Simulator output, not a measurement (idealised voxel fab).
The process module that follows is named voxel transistor to metal.
Each square cell in cross-section cut measures 5 nm, and the section as a whole is 265 nm wide.
In this document a cross-section is written as a grid of square cells. It is given as a series of bands, listed from the top down, and a band is one or more rows of cells.
It is stipulated that each band's entry specify, in nanometres, the height of the top of the band and then that of its bottom, followed by the materials of the band in left-to-right sequence, each together with its width in nanometres. A single material marked by the word "edge to edge" is understood to fill the band from edge to edge; the word "blank" is understood to denote empty space.
Basically, 0 is our baseline, since under it the wafer straight out of the box is all one material. The bottom band has no lower end and keeps on going down, so it looks like "0 -> down".
The width entry "30 to 40" should be interpreted row by row: the top row of cells in the band takes the first number, the bottom row takes the second number, and the change between adjacent rows is uniform throughout.
Where a step carries "nothing was modified", the cross-section came out of it unchanged, cell for cell.
Voids not open to the top, 8 cells minimum: see "Closed voids list". Written width x height at distance; distance is from the left edge; nm.
On a step's line, text after the settings is the simulator commenting on that step.
The setting "overlay nm" may be written on the line of a step. When the step uses a mask, the value reports how far to the right of the planned place the mask lay, and a negative value reports that it lay to the left.

Here's what the planned process steps look like
- 1: RECEIVE | material Si
- 2: OXIDIZE | depth nm 5
- 3: CONFORMAL_DEP | material SiN | thk nm 10
- 4: PATTERN | tone cover | mask id ACTIVE | material resist | width nm 100 | pitch nm 125 | thk nm 20 | overlay nm 0
- 5: DIRECTIONAL_ETCH | etch materials SiN | depth nm 10
- 6: DIRECTIONAL_ETCH | etch materials SiO2 | depth nm 5
- 7: DIRECTIONAL_ETCH | etch materials Si | depth nm 20
- 8: STRIP | etch materials resist
- 9: OXIDIZE | depth nm 5
- 10: FILL_DEP | material SiO2 | thk nm 10
- 11: CMP | height nm 10
- 12: SELECTIVE_ETCH | etch materials SiO2 | depth nm 10
- 13: STRIP | etch materials SiN
- 14: SELECTIVE_ETCH | etch materials SiO2 | depth nm 5
- 15: OXIDIZE | depth nm 5
- 16: DIRECTIONAL_DEP | material polySi | thk nm 30
- 17: DIRECTIONAL_DEP | material SiCN | thk nm 10
- 18: MASKED_ETCH | tone cover | mask id GATE | width nm 20 | pitch nm 125 | etch materials SiCN | depth nm 20 | overlay nm 0
- 19: MASKED_ETCH | tone cover | mask id GATE | width nm 20 | pitch nm 125 | etch materials polySi | depth nm 40 | overlay nm 0
- 20: CONFORMAL_DEP | material SiN | thk nm 5
- 21: DIRECTIONAL_ETCH | etch materials SiN | depth nm 5
- 22: DIRECTIONAL_ETCH | etch materials SiO2 | depth nm 5
- 23: EPI | material nSi | thk nm 5
- 24: FILL_DEP | material SiO2 | thk nm 5
- 25: CMP | height nm 35
- 26: DIRECTIONAL_DEP | material SiO2 | thk nm 15
- 27: MASKED_ETCH | tone open | mask id CONTACT | width nm 15 | etch materials SiO2 | depth nm 55 | overlay nm 0
- 28: CONFORMAL_DEP | material TiN | thk nm 5
- 29: FILL_DEP | material W | thk nm 10
- 30: CMP | height nm 50
- 31: CONFORMAL_DEP | material SiN | thk nm 5
- 32: DIRECTIONAL_DEP | material lowk | thk nm 15
- 33: PATTERN | tone open | mask id METAL_1 | material resist | width nm 15 | thk nm 15 | overlay nm 0
- 34: DIRECTIONAL_ETCH | etch materials lowk | depth nm 15
- 35: DIRECTIONAL_ETCH | etch materials SiN | depth nm 5
- 36: STRIP | etch materials resist
- 37: CONFORMAL_DEP | material TiN | thk nm 5
- 38: FILL_DEP | material Ru | thk nm 10
- 39: CMP | height nm 70
- 40: EPI | material Ru | thk nm 5
- 41: FILL_DEP | material SiCN | thk nm 5
- 42: DIRECTIONAL_DEP | material lowk | thk nm 35
- 43: DIRECTIONAL_DEP | material aC | thk nm 15
- 44: PATTERN | tone open | mask id METAL_2 | material resist | width nm 15 | pitch nm 125 | thk nm 30 | overlay nm 0
- 45: DIRECTIONAL_ETCH | etch materials aC | depth nm 15
- 46: STRIP | etch materials resist
- 47: DIRECTIONAL_ETCH | etch materials lowk | depth nm 20
- 48: STRIP | etch materials aC
- 49: PATTERN | tone open | mask id METAL_2_HOLES | material resist | width nm 15 | pitch nm 125 | thk nm 15 | overlay nm 0
- 50: DIRECTIONAL_ETCH | etch materials lowk | depth nm 15
- 51: DIRECTIONAL_ETCH | etch materials SiCN | depth nm 5
- 52: STRIP | etch materials resist
- 53: CONFORMAL_DEP | material TiN | thk nm 5
- 54: FILL_DEP | material Ru | thk nm 5
- 55: CMP | height nm 115
- 56: CONFORMAL_DEP | material SiN | thk nm 5

Incoming wafer, cross-sectional view, post step 1
	0 -> down = Si edge to edge
	Closed voids list: none

As-planned run: cross-section of the first of two wafers at end of module
	120 -> 115 = SiN edge to edge
	115 -> 80 = lowk 30 nm; TiN 5 nm; Ru 5 nm; TiN 5 nm; lowk 110 nm; TiN 5 nm; Ru 5 nm; TiN 5 nm; lowk 95 nm
	80 -> 75 = SiCN 30 nm; TiN 15 nm; SiCN 110 nm; TiN 15 nm; SiCN 95 nm
	75 -> 70 = SiCN 25 nm; Ru 25 nm; SiCN 40 nm; Ru 25 nm; SiCN 35 nm; Ru 25 nm; SiCN 40 nm; Ru 25 nm; SiCN 25 nm
	70 -> 55 = lowk 30 nm; TiN 5 nm; Ru 5 nm; TiN 5 nm; lowk 50 nm; TiN 5 nm; Ru 5 nm; TiN 5 nm; lowk 45 nm; TiN 5 nm; Ru 5 nm; TiN 5 nm; lowk 50 nm; TiN 5 nm; Ru 5 nm; TiN 5 nm; lowk 30 nm
	55 -> 50 = SiN 30 nm; TiN 15 nm; SiN 50 nm; TiN 15 nm; SiN 45 nm; TiN 15 nm; SiN 50 nm; TiN 15 nm; SiN 30 nm
	50 -> 35 = SiO2 30 nm; TiN 5 nm; W 5 nm; TiN 5 nm; SiO2 50 nm; TiN 5 nm; W 5 nm; TiN 5 nm; SiO2 45 nm; TiN 5 nm; W 5 nm; TiN 5 nm; SiO2 50 nm; TiN 5 nm; W 5 nm; TiN 5 nm; SiO2 30 nm
	35 -> 25 = SiO2 30 nm; TiN 5 nm; W 5 nm; TiN 5 nm; SiO2 10 nm; SiN 5 nm; SiCN 20 nm; SiN 5 nm; SiO2 10 nm; TiN 5 nm; W 5 nm; TiN 5 nm; SiO2 45 nm; TiN 5 nm; W 5 nm; TiN 5 nm; SiO2 10 nm; SiN 5 nm; SiCN 20 nm; SiN 5 nm; SiO2 10 nm; TiN 5 nm; W 5 nm; TiN 5 nm; SiO2 30 nm
	25 -> 0 = SiO2 30 nm; TiN 5 nm; W 5 nm; TiN 5 nm; SiO2 10 nm; SiN 5 nm; polySi 20 nm; SiN 5 nm; SiO2 10 nm; TiN 5 nm; W 5 nm; TiN 5 nm; SiO2 45 nm; TiN 5 nm; W 5 nm; TiN 5 nm; SiO2 10 nm; SiN 5 nm; polySi 20 nm; SiN 5 nm; SiO2 10 nm; TiN 5 nm; W 5 nm; TiN 5 nm; SiO2 30 nm
	0 -> -5 = SiO2 30 nm; TiN 15 nm; SiO2 10 nm; SiN 5 nm; polySi 20 nm; SiN 5 nm; SiO2 10 nm; TiN 15 nm; SiO2 45 nm; TiN 15 nm; SiO2 10 nm; SiN 5 nm; polySi 20 nm; SiN 5 nm; SiO2 10 nm; TiN 15 nm; SiO2 30 nm
	-5 -> -10 = SiO2 20 nm; nSi 35 nm; SiO2 30 nm; nSi 35 nm; SiO2 25 nm; nSi 35 nm; SiO2 30 nm; nSi 35 nm; SiO2 20 nm
	-10 -> -30 = SiO2 25 nm; Si 90 nm; SiO2 35 nm; Si 90 nm; SiO2 25 nm
	-30 -> down = Si edge to edge
	Closed voids list: none

Presented here is a cross-section of the second of the two wafers as it stood at the end of the module. It was started in the same manner and assigned the same plan as the first wafer; however, one mistake was made in its execution
	120 -> 115 = SiN edge to edge
	115 -> 80 = lowk 30 nm; TiN 5 nm; Ru 5 nm; TiN 5 nm; lowk 110 nm; TiN 5 nm; Ru 5 nm; TiN 5 nm; lowk 95 nm
	80 -> 75 = SiCN 30 nm; TiN 15 nm; SiCN 110 nm; TiN 15 nm; SiCN 95 nm
	75 -> 70 = SiCN 25 nm; Ru 25 nm; SiCN 40 nm; Ru 25 nm; SiCN 35 nm; Ru 25 nm; SiCN 40 nm; Ru 25 nm; SiCN 25 nm
	70 -> 55 = lowk 30 nm; TiN 5 nm; Ru 5 nm; TiN 5 nm; lowk 50 nm; TiN 5 nm; Ru 5 nm; TiN 5 nm; lowk 45 nm; TiN 5 nm; Ru 5 nm; TiN 5 nm; lowk 50 nm; TiN 5 nm; Ru 5 nm; TiN 5 nm; lowk 30 nm
	55 -> 50 = SiN 30 nm; TiN 15 nm; SiN 50 nm; TiN 15 nm; SiN 45 nm; TiN 15 nm; SiN 50 nm; TiN 15 nm; SiN 30 nm
	50 -> 35 = SiO2 30 nm; TiN 5 nm; W 5 nm; TiN 5 nm; SiO2 50 nm; TiN 5 nm; W 5 nm; TiN 5 nm; SiO2 45 nm; TiN 5 nm; W 5 nm; TiN 5 nm; SiO2 50 nm; TiN 5 nm; W 5 nm; TiN 5 nm; SiO2 30 nm
	35 -> 25 = SiO2 30 nm; TiN 5 nm; W 5 nm; TiN 5 nm; SiO2 10 nm; SiN 5 nm; SiCN 20 nm; SiN 5 nm; SiO2 10 nm; TiN 5 nm; W 5 nm; TiN 5 nm; SiO2 45 nm; TiN 5 nm; W 5 nm; TiN 5 nm; SiO2 10 nm; SiN 5 nm; SiCN 20 nm; SiN 5 nm; SiO2 10 nm; TiN 5 nm; W 5 nm; TiN 5 nm; SiO2 30 nm
	25 -> 0 = SiO2 30 nm; TiN 5 nm; W 5 nm; TiN 5 nm; SiO2 10 nm; SiN 5 nm; polySi 20 nm; SiN 5 nm; SiO2 10 nm; TiN 5 nm; W 5 nm; TiN 5 nm; SiO2 45 nm; TiN 5 nm; W 5 nm; TiN 5 nm; SiO2 10 nm; SiN 5 nm; polySi 20 nm; SiN 5 nm; SiO2 10 nm; TiN 5 nm; W 5 nm; TiN 5 nm; SiO2 30 nm
	0 -> -5 = SiO2 30 nm; TiN 15 nm; SiO2 10 nm; SiN 5 nm; polySi 20 nm; SiN 5 nm; SiO2 10 nm; TiN 15 nm; SiO2 45 nm; TiN 15 nm; SiO2 10 nm; SiN 5 nm; polySi 20 nm; SiN 5 nm; SiO2 10 nm; TiN 15 nm; SiO2 30 nm
	-5 -> -10 = SiO2 20 nm; nSi 35 nm; SiO2 30 nm; nSi 35 nm; SiO2 25 nm; nSi 35 nm; SiO2 30 nm; nSi 35 nm; SiO2 20 nm
	-10 -> -50 = SiO2 25 nm; Si 90 nm; SiO2 35 nm; Si 90 nm; SiO2 25 nm
	-50 -> down = Si edge to edge
	Closed voids list: none
Which mistake was made when the wafer was run? step 7, plan: ran twice
The second wafer ends with more or fewer cells of some materials than the first, per final count: Si: 68 fewer, SiO2: 68 more
